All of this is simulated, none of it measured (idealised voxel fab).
Process module in this document: voxel capacitor over wiring
290 nm wide, 5 nm square cells: that's cross-section cut.
A cross-section in this document is a grid of square cells, and it is written down as bands, the top band listed before the ones below it; a band is made up of one or more rows of cells. Heights first: top, then bottom, in nm. Then materials, left to right, each with a width in nm. "throughout" on a single material: fills the band edge to edge. "air": empty space. Heights from 0 (as-received wafer is one material below). Bottom band endless downward, as "0 down". Read "30..40" as a graded width: first number on top, second number at the bottom, same change between each pair of neighbouring rows. No cell of the cross-section changed in a step that is given as "no modification". Any empty space of 8 cells or more lacking an open way to the top shows up in "Trapped void list" as width x height at distance, distance from the left edge, in nm. What comes after the settings on a step's line is commentary from the simulator itself on that step. You can add "overlay nm" to a step's line. For a step with a mask, it describes how far the mask lay to the right of its planned position, and a negative number describes a lay to the left.
Steps planned for the process:
1,RECEIVE | material Si
2,CONFORMAL_DEP | material SiO2 | thk nm 15
3,CONFORMAL_DEP | material SiN | thk nm 5
4,DIRECTIONAL_DEP | material SiO2 | thk nm 25
5,PATTERN | tone open | mask id METAL_1 | material resist | width nm 30 | pitch nm 100 | thk nm 20 | overlay nm 0
6,DIRECTIONAL_ETCH | etch materials SiO2 | depth nm 15
7,DIRECTIONAL_ETCH | etch materials SiN | depth nm 5
8,STRIP | etch materials resist
9,CONFORMAL_DEP | material TiN | thk nm 5
10,FILL_DEP | material Cu | thk nm 10
11,CMP | height nm 45
12,CONFORMAL_DEP | material SiCN | thk nm 5
13,DIRECTIONAL_DEP | material SiO2 | thk nm 15
14,MASKED_ETCH | tone open | mask id PLUG_1 | width nm 15 | etch materials SiO2 | depth nm 15 | overlay nm 0
15,MASKED_ETCH | tone open | mask id PLUG_1 | width nm 15 | etch materials SiCN | depth nm 5 | overlay nm 0
16,CONFORMAL_DEP | material TiN | thk nm 5
17,FILL_DEP | material Cu | thk nm 10
18,CMP | height nm 65
19,DIRECTIONAL_DEP | material TiN | thk nm 10
20,DIRECTIONAL_DEP | material Al2O3 | thk nm 5
21,DIRECTIONAL_DEP | material TiN | thk nm 10
22,MASKED_ETCH | tone cover | mask id UPPER_PLATE | width nm 75 | etch materials TiN | depth nm 10 | overlay nm 0
23,MASKED_ETCH | tone cover | mask id UPPER_PLATE | width nm 75 | etch materials Al2O3 | depth nm 5 | overlay nm 0
24,MASKED_ETCH | tone cover | mask id LOWER_PLATE | width nm 85 | etch materials TiN | depth nm 10 | overlay nm 0
25,FILL_DEP | material SiO2 | thk nm 20
26,CMP | height nm 105
27,PATTERN | tone open | mask id PLUG_2 | material resist | width nm 15 | thk nm 20 | overlay nm 0
28,DIRECTIONAL_ETCH | etch materials SiO2 | depth nm 15
29,STRIP | etch materials resist
30,CONFORMAL_DEP | material TiN | thk nm 5
31,FILL_DEP | material W | thk nm 5
32,CMP | height nm 105
33,CONFORMAL_DEP | material SiCN | thk nm 5
Among the wafers covered here, the point of difference is the depth nm at step 6; their starting state is shared, and the plan presents the value of the first wafer.
Cross-section of the first of several wafers as received (after step 1):
  0 down | Si throughout
  Trapped void list: none
Here is how to read the rows: every wafer has a row, and it shows the wafer at the end of the module, giving for each material how many cells were gained (+) or lost (-) since the wafer was received, then listing its closed voids:
depth nm 15 | +15 Al2O3 | +19 Cu | +113 SiCN | +58 SiN | +969 SiO2 | +100 TiN | +2 W | Trapped void list: none
depth nm 20 | +15 Al2O3 | +27 Cu | +113 SiCN | +58 SiN | +957 SiO2 | +104 TiN | +2 W | Trapped void list: none
depth nm 25 | +15 Al2O3 | +43 Cu | +113 SiCN | +46 SiN | +945 SiO2 | +112 TiN | +2 W | Trapped void list: none
depth nm 30 | +15 Al2O3 | +43 Cu | +113 SiCN | +46 SiN | +945 SiO2 | +112 TiN | +2 W | Trapped void list: none
depth nm 35 | +15 Al2O3 | +43 Cu | +113 SiCN | +46 SiN | +945 SiO2 | +112 TiN | +2 W | Trapped void list: none
depth nm 40 | +15 Al2O3 | +43 Cu | +113 SiCN | +46 SiN | +945 SiO2 | +112 TiN | +2 W | Trapped void list: none
